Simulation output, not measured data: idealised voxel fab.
process module | voxel capacitor over wiring
cross-section cut | 300 nm wide | cells 5 nm
A cross-section is a grid of square cells, given in bands from the top down. A band is one or more rows of cells.
Each band's line starts with the height of the band's top and of its bottom, in nm. Then come its materials from left to right, each with its width in nm. One material with "throughout" fills the band from edge to edge. "air" is empty space.
Height 0 is the level under which the wafer as received is all one material. The lowest band goes on downwards, as in "0 down".
A width such as "30 to 40" changes by the same amount from each row of cells to the next, from the band's top row to its bottom row.
"no change" after a step means that no cell of the cross-section changed.
closed voids: empty space of 8 cells or more with no open way to the top, each as width x height at its distance from the left edge, in nm
after a step's settings: what the simulator itself notes on the step
overlay nm, on a step with a mask: how far to the right of its planned place the mask lay; to the left if negative
plan
1 op RECEIVE | material Si
2 op CONFORMAL_DEP | material SiO2 | thk nm 15
3 op CONFORMAL_DEP | material SiN | thk nm 5
4 op DIRECTIONAL_DEP | material lowk | thk nm 20
5 op PATTERN | tone open | mask id METAL_1 | material resist | width nm 20 | pitch nm 90 | thk nm 20 | overlay nm 0
6 op DIRECTIONAL_ETCH | etch materials lowk | depth nm 20
7 op DIRECTIONAL_ETCH | etch materials SiN | depth nm 5
8 op STRIP | etch materials resist
9 op CONFORMAL_DEP | material TiN | thk nm 5
10 op FILL_DEP | material Cu | thk nm 5
11 op CMP | height nm 40
12 op CONFORMAL_DEP | material SiCN | thk nm 5
13 op DIRECTIONAL_DEP | material lowk | thk nm 20
14 op PATTERN | tone open | mask id PLUG_1 | material resist | width nm 15 | thk nm 20 | overlay nm 0
15 op DIRECTIONAL_ETCH | etch materials lowk | depth nm 20
16 op DIRECTIONAL_ETCH | etch materials SiCN | depth nm 5
17 op STRIP | etch materials resist
18 op CONFORMAL_DEP | material TiN | thk nm 5
19 op FILL_DEP | material Ru | thk nm 10
20 op CMP | height nm 65
21 op DIRECTIONAL_DEP | material TiN | thk nm 5
22 op DIRECTIONAL_DEP | material HfO2 | thk nm 5
23 op DIRECTIONAL_DEP | material TiN | thk nm 5
24 op DIRECTIONAL_DEP | material aC | thk nm 15
25 op PATTERN | tone cover | mask id UPPER_PLATE | material resist | width nm 75 | thk nm 35 | overlay nm 0
26 op DIRECTIONAL_ETCH | etch materials aC | depth nm 15
27 op STRIP | etch materials resist
28 op DIRECTIONAL_ETCH | etch materials TiN | depth nm 5
29 op DIRECTIONAL_ETCH | etch materials HfO2 | depth nm 5
30 op STRIP | etch materials aC
31 op MASKED_ETCH | tone cover | mask id LOWER_PLATE | width nm 85 | etch materials TiN | depth nm 5 | overlay nm 0
32 op FILL_DEP | material SiO2 | thk nm 15
33 op CMP | height nm 90
34 op MASKED_ETCH | tone open | mask id PLUG_2 | width nm 15 | etch materials SiO2 | depth nm 10 | overlay nm 0
35 op CONFORMAL_DEP | material TiN | thk nm 5
36 op FILL_DEP | material Cu | thk nm 10
37 op CMP | height nm 90
38 op CONFORMAL_DEP | material SiCN | thk nm 5
as received, after step 1
  0 down: Si throughout
  closed voids: none
a wafer at the end: this start, this plan, one mistake
  95 to 90: SiCN throughout
  90 to 85: SiO2 110 | TiN 5 | Cu 5 | TiN 5 | SiO2 175
  85 to 75: SiO2 110 to 100 | TiN 15 to 75 | SiO2 175 to 125
  75 to 70: SiO2 95 | TiN 85 | SiO2 120
  70 to 65: HfO2 throughout
  65 to 45: lowk 100 | TiN 5 | Ru 5 | TiN 5 | lowk 185
  45 to 40: SiCN 100 | TiN 15 | SiCN 185
  40 to 20: lowk 95 | TiN 5 | Cu 10 | TiN 5 | lowk 70 | TiN 5 | Cu 10 | TiN 5 | lowk 95
  20 to 15: SiN 95 | TiN 20 | SiN 70 | TiN 20 | SiN 95
  15 to 0: SiO2 throughout
  0 down: Si throughout
  closed voids: none
what went wrong: steps 21 and 22 were swapped
